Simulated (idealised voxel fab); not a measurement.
You're looking at the process module voxel self aligned contacts.
This is section cut - it's 175 nm across, gridded in 5 nm square cells.
In this document a cross-section is written as a grid of square cells. It is given as a series of bands, listed from the top down, and a band is one or more rows of cells.
For a band, the entry starts with two heights in nm, that of the top and then that of the bottom, and carries on with the band's materials in order from left to right, each alongside its width in nm; the word "all across" beside a single material means it fills the band edge to edge, and "air" means empty space.
Heights are measured from 0, the level below which the as-received wafer is all one material; the lowest band has no bottom and continues downward, written as in "from 0 down".
Per-row width for "30 to 40": begins at first number (top row of band), ends at second number (bottom row), increment between rows held constant.
"remained the same" -> step changed no cross-section cell.
You'll see "Closed cavity list" listing empty spaces that have no way open to the top, as long as they're 8 cells or more; the notation is width x height at distance, where the distance is from the left edge, and all of it is in nm.
The remark found on a step's line after its settings is issued by the simulator itself and pertains to that step.
Steps that use a mask can have "overlay nm" on their line. It says how far the mask sat to the right of where it was meant to be. Negative means to the left.
LIST OF PLANNED PROCESS STEPS
1) RECEIVE: material Si
2) CONFORMAL_DEP: material SiO2, thk nm 5
3) DIRECTIONAL_DEP: material polySi, thk nm 25
4) DIRECTIONAL_DEP: material SiN, thk nm 15
5) DIRECTIONAL_DEP: material aC, thk nm 10
6) PATTERN: tone cover, mask id GATE, material resist, width nm 30, pitch nm 55, thk nm 30, overlay nm 0
7) DIRECTIONAL_ETCH: etch materials aC, depth nm 10
8) STRIP: etch materials resist
9) DIRECTIONAL_ETCH: etch materials SiN, depth nm 15
10) DIRECTIONAL_ETCH: etch materials polySi, depth nm 25
11) STRIP: etch materials aC
12) CONFORMAL_DEP: material SiN, thk nm 5
13) DIRECTIONAL_ETCH: etch materials SiN, depth nm 5
14) FILL_DEP: material SiO2, thk nm 20
15) CMP: height nm 55
16) MASKED_ETCH: tone open, mask id CONTACT, width nm 25, etch materials SiO2, depth nm 55, overlay nm 0
17) CONFORMAL_DEP: material TiN, thk nm 5
18) FILL_DEP: material Ru, thk nm 5
19) CMP: height nm 55
20) CONFORMAL_DEP: material SiCN, thk nm 5
Variable across wafers: step 16 width nm (plan value is that of the first wafer; starting state common to all).
INCOMING STATE OF THE FIRST OF SEVERAL WAFERS IN CROSS-SECTION: AFTER STEP 1
* from 0 down  Si all across
* Closed cavity list: none
END OF THE MODULE, PAST ITS LAST STEP, STEP 20: HOW THE FIRST OF SEVERAL WAFERS LOOKS IN CROSS-SECTION
* from 60 to 55  SiCN all across
* from 55 to 45  SiO2 75, TiN 5 to 10, Ru 15 to 5, TiN 5 to 10, SiO2 75
* from 45 to 30  SiO2 40, SiN 40, TiN 5, Ru 5, TiN 5, SiN 40, SiO2 40
* from 30 to 5  SiO2 40, SiN 5, polySi 30, SiN 5, TiN 5, Ru 5, TiN 5, SiN 5, polySi 30, SiN 5, SiO2 40
* from 5 to 0  SiO2 80, TiN 15, SiO2 80
* from 0 down  Si all across
* Closed cavity list: none
WAFER CROSS-SECTION (LAST WAFER, MODULE END)
* from 60 to 55  SiCN all across
* from 55 to 45  SiO2 65, TiN 5 to 20, Ru 40 to 5, TiN 5 to 25, SiO2 60
* from 45 to 30  SiO2 40, SiN 40, TiN 5, Ru 5, TiN 5, SiN 40, SiO2 40
* from 30 to 5  SiO2 40, SiN 5, polySi 30, SiN 5, TiN 5, Ru 5, TiN 5, SiN 5, polySi 30, SiN 5, SiO2 40
* from 5 to 0  SiO2 80, TiN 15, SiO2 80
* from 0 down  Si all across
* Closed cavity list: none
EVERY ROW IN THIS TABLE IS A WAFER AT THE END OF THE MODULE, AND IT GIVES, FOR EACH OF THE MATERIALS, THE CELLS THAT WAFER HAS GAINED (+) OR LOST (-) SINCE IT WAS RECEIVED, THEN ITS CLOSED VOIDS
width nm 25 | +12 Ru | +35 SiCN | +68 SiN | +220 SiO2 | +25 TiN | +60 polySi | Closed cavity list: none
width nm 30 | +13 Ru | +35 SiCN | +68 SiN | +218 SiO2 | +26 TiN | +60 polySi | Closed cavity list: none
width nm 35 | +14 Ru | +35 SiCN | +68 SiN | +216 SiO2 | +27 TiN | +60 polySi | Closed cavity list: none
width nm 40 | +15 Ru | +35 SiCN | +68 SiN | +214 SiO2 | +28 TiN | +60 polySi | Closed cavity list: none
width nm 45 | +16 Ru | +35 SiCN | +68 SiN | +212 SiO2 | +29 TiN | +60 polySi | Closed cavity list: none
width nm 50 | +17 Ru | +35 SiCN | +68 SiN | +210 SiO2 | +30 TiN | +60 polySi | Closed cavity list: none
